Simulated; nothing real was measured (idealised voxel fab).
process module | voxel capacitor over wiring
cross-section cut | 240 nm wide | cells 5 nm
A cross-section is a grid of square cells, given in bands from the top down. A band is one or more rows of cells.
Each band's line starts with the height of the band's top and of its bottom, in nm. Then come its materials from left to right, each with its width in nm. One material with "throughout" fills the band from edge to edge. "air" is empty space.
Height 0 is the level under which the wafer as received is all one material. The lowest band goes on downwards, as in "0 down".
A width such as "30 to 40" changes by the same amount from each row of cells to the next, from the band's top row to its bottom row.
"no change" after a step means that no cell of the cross-section changed.
closed voids: empty space of 8 cells or more with no open way to the top, each as width x height at its distance from the left edge, in nm
after a step's settings: what the simulator itself notes on the step
overlay nm, on a step with a mask: how far to the right of its planned place the mask lay; to the left if negative
plan
1 op RECEIVE | material Si
2 op CONFORMAL_DEP | material SiO2 | thk nm 15
3 op CONFORMAL_DEP | material SiCN | thk nm 5
4 op DIRECTIONAL_DEP | material lowk | thk nm 15
5 op PATTERN | tone open | mask id METAL_1 | material resist | width nm 20 | pitch nm 70 | thk nm 20 | overlay nm 0
6 op DIRECTIONAL_ETCH | etch materials lowk | depth nm 15
7 op DIRECTIONAL_ETCH | etch materials SiCN | depth nm 5
8 op STRIP | etch materials resist
9 op CONFORMAL_DEP | material TiN | thk nm 5
10 op FILL_DEP | material Cu | thk nm 10
11 op CMP | height nm 35
12 op CONFORMAL_DEP | material SiCN | thk nm 5
13 op DIRECTIONAL_DEP | material lowk | thk nm 15
14 op MASKED_ETCH | tone open | mask id PLUG_1 | width nm 15 | etch materials lowk | depth nm 15 | overlay nm 0
15 op MASKED_ETCH | tone open | mask id PLUG_1 | width nm 15 | etch materials SiCN | depth nm 5 | overlay nm 0
16 op CONFORMAL_DEP | material TiN | thk nm 5
17 op FILL_DEP | material Cu | thk nm 10
18 op CMP | height nm 55
19 op DIRECTIONAL_DEP | material TiN | thk nm 5
20 op DIRECTIONAL_DEP | material HfO2 | thk nm 5
21 op DIRECTIONAL_DEP | material TiN | thk nm 5
22 op PATTERN | tone cover | mask id UPPER_PLATE | material resist | width nm 55 | thk nm 15 | overlay nm 0
23 op DIRECTIONAL_ETCH | etch materials TiN | depth nm 5
24 op DIRECTIONAL_ETCH | etch materials HfO2 | depth nm 5
25 op STRIP | etch materials resist
26 op DIRECTIONAL_DEP | material aC | thk nm 15
27 op PATTERN | tone cover | mask id LOWER_PLATE | material resist | width nm 65 | thk nm 30 | overlay nm 0
28 op DIRECTIONAL_ETCH | etch materials aC | depth nm 15
29 op STRIP | etch materials resist
30 op DIRECTIONAL_ETCH | etch materials TiN | depth nm 5
31 op STRIP | etch materials aC
32 op FILL_DEP | material SiO2 | thk nm 15
33 op CMP | height nm 80
34 op MASKED_ETCH | tone open | mask id PLUG_2 | width nm 15 | etch materials SiO2 | depth nm 10 | overlay nm 0
35 op CONFORMAL_DEP | material TiN | thk nm 5
36 op FILL_DEP | material Ru | thk nm 10
37 op CMP | height nm 80
38 op CONFORMAL_DEP | material SiN | thk nm 5
as received, after step 1
  0 down: Si throughout
  closed voids: none
first wafer at the end, as planned
  85 to 80: SiN throughout
  80 to 75: SiO2 90 | TiN 5 | Ru 5 | TiN 5 | SiO2 135
  75 to 65: SiO2 90 to 80 | TiN 15 to 55 | SiO2 135 to 105
  65 to 60: SiO2 80 | HfO2 55 | SiO2 105
  60 to 55: SiO2 75 | TiN 65 | SiO2 100
  55 to 40: lowk 80 | TiN 5 | Cu 5 | TiN 5 | lowk 145
  40 to 35: SiCN 80 | TiN 15 | SiCN 145
  35 to 20: lowk 75 | TiN 5 | Cu 10 | TiN 5 | lowk 50 | TiN 5 | Cu 10 | TiN 5 | lowk 75
  20 to 15: SiCN 75 | TiN 20 | SiCN 50 | TiN 20 | SiCN 75
  15 to 0: SiO2 throughout
  0 down: Si throughout
  closed voids: none
second wafer at the end: like start, like plan, one mistake
  85 to 80: SiN throughout
  80 to 75: SiO2 90 | TiN 5 | Ru 5 | TiN 5 | SiO2 135
  75 to 65: SiO2 90 to 80 | TiN 15 to 55 | SiO2 135 to 105
  65 to 60: SiO2 80 | HfO2 55 | SiO2 105
  60 to 55: SiO2 75 | TiN 65 | SiO2 100
  55 to 40: lowk 80 | TiN 5 | Cu 5 | TiN 5 | lowk 145
  40 to 35: SiCN 80 | TiN 15 | SiCN 145
  35 to 25: lowk 75 | TiN 5 | Cu 10 | TiN 5 | lowk 50 | TiN 5 | Cu 10 | TiN 5 | lowk 75
  25 to 20: lowk 75 | TiN 20 | lowk 50 | TiN 20 | lowk 75
  20 to 5: SiO2 throughout
  5 to 0: SiCN throughout
  0 down: Si throughout
  closed voids: none
what went wrong: steps 2 and 3 were swapped
at the end the second wafer has, in cells: 4 fewer of Cu | 8 more of SiCN | 4 fewer of TiN
